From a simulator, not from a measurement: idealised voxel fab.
Process module under the name voxel released beams
Shown is cross-section cut, with a width of 255 nm and square cells of size 5 nm.
A cross-section is written here as square cells arranged in a grid, and it is given in bands from the top down, each band taking up one or more rows of cells. What a band's entry tells you: where the top is and where the bottom is, as heights in nm, and after that what lies inside, material by material from left to right, each with its width in nm. Empty space is written as the word "empty", and a single material marked with the word "all across" occupies the band from edge to edge. Note: height 0 marks the level under which the wafer is uniformly one material as received. Lowest band unbounded below, written "0 down". You'd read "30..40" like this: the band's top row of cells is as wide as the first number, its bottom row is as wide as the second, and going down, every row changes width by the same amount as the row before did. "all unchanged" means the step left every cell of the cross-section as it was. Empty spaces counting at least 8 cells and having no open way to the top are listed in "Closed void roster". The notation width x height at distance is used for each, the distance being from the left edge and all three values in nm. Read whatever lies past the settings on a step's line as the simulator's own remark about the step. overlay nm: where the mask lay relative to plan, measured to the right, on steps with a mask; negatives go left.
THESE ARE THE STEPS WE PLANNED FOR THE PROCESS
1,op RECEIVE | material Si
2,op CONFORMAL_DEP | material SiN | thk nm 10
3,op DIRECTIONAL_DEP | material SiO2 | thk nm 10
4,op MASKED_ETCH | tone open | mask id ANCHOR | width nm 45 | etch materials SiO2 | depth nm 10 | overlay nm 0
5,op CONFORMAL_DEP | material TiN | thk nm 15
6,op MASKED_ETCH | tone cover | mask id BEAM | width nm 120 | etch materials TiN | depth nm 15 | overlay nm 0
7,op STRIP | etch materials SiO2
THE FIRST OF THE TWO WAFERS, WHICH RAN AS PLANNED
AS RECEIVED, AFTER STEP 1
	0 down | Si all across
	Closed void roster: none
ONCE STEP 2 IS THROUGH, THE WAFER LOOKS LIKE THIS IN CROSS-SECTION
	10 to 0 | SiN all across
	For the remainder of the cross-section, below 0, there is no change.
ONCE STEP 3 IS THROUGH, THE WAFER LOOKS LIKE THIS IN CROSS-SECTION
	20 to 10 | SiO2 all across
	For the remainder of the cross-section, below 10, there is no change.
ONCE STEP 4 IS THROUGH, THE WAFER LOOKS LIKE THIS IN CROSS-SECTION
	20 to 10 | SiO2 70 | empty 45 | SiO2 140
	For the remainder of the cross-section, below 10, there is no change.
ONCE STEP 5 IS THROUGH, THE WAFER LOOKS LIKE THIS IN CROSS-SECTION
	35 to 25 | TiN 85 | empty 15 | TiN 155
	25 to 20 | TiN all across
	20 to 10 | SiO2 70 | TiN 45 | SiO2 140
	For the remainder of the cross-section, below 10, there is no change.
ONCE STEP 6 IS THROUGH, THE WAFER LOOKS LIKE THIS IN CROSS-SECTION
	35 to 25 | empty 65 | TiN 20 | empty 15 | TiN 85 | empty 70
	25 to 20 | empty 65 | TiN 120 | empty 70
	For the remainder of the cross-section, below 20, there is no change.
ONCE STEP 7 IS THROUGH, THE WAFER LOOKS LIKE THIS IN CROSS-SECTION
	35 to 25 | empty 65 | TiN 20 | empty 15 | TiN 85 | empty 70
	25 to 20 | empty 65 | TiN 120 | empty 70
	20 to 10 | empty 70 | TiN 45 | empty 140
	For the remainder of the cross-section, below 10, there is no change.
SECOND WAFER - SHARED START AND PLAN WITH THE FIRST - ONE ERROR IN RUNNING - SAME AS THE FIRST UP TO STEP 4 INCLUSIVE
X-SECTION, SECOND WAFER, WHEN STEP 5 WAS DUE TO FINISH
	50 to 20 | TiN all across
	20 to 10 | SiO2 70 | TiN 45 | SiO2 140
	For the remainder of the cross-section, below 10, there is no change.
X-SECTION, SECOND WAFER, WHEN STEP 6 WAS DUE TO FINISH
	50 to 35 | empty 65 | TiN 120 | empty 70
	For the remainder of the cross-section, below 35, there is no change.
X-section, second wafer, when step 7 was due to finish: all unchanged
What broke from the plan during processing? it should be noted that step 5 of the plan was executed twice
End check, counted in cells, second wafer has more or fewer of these materials than the first: 84 more of SiO2 | 159 more of TiN
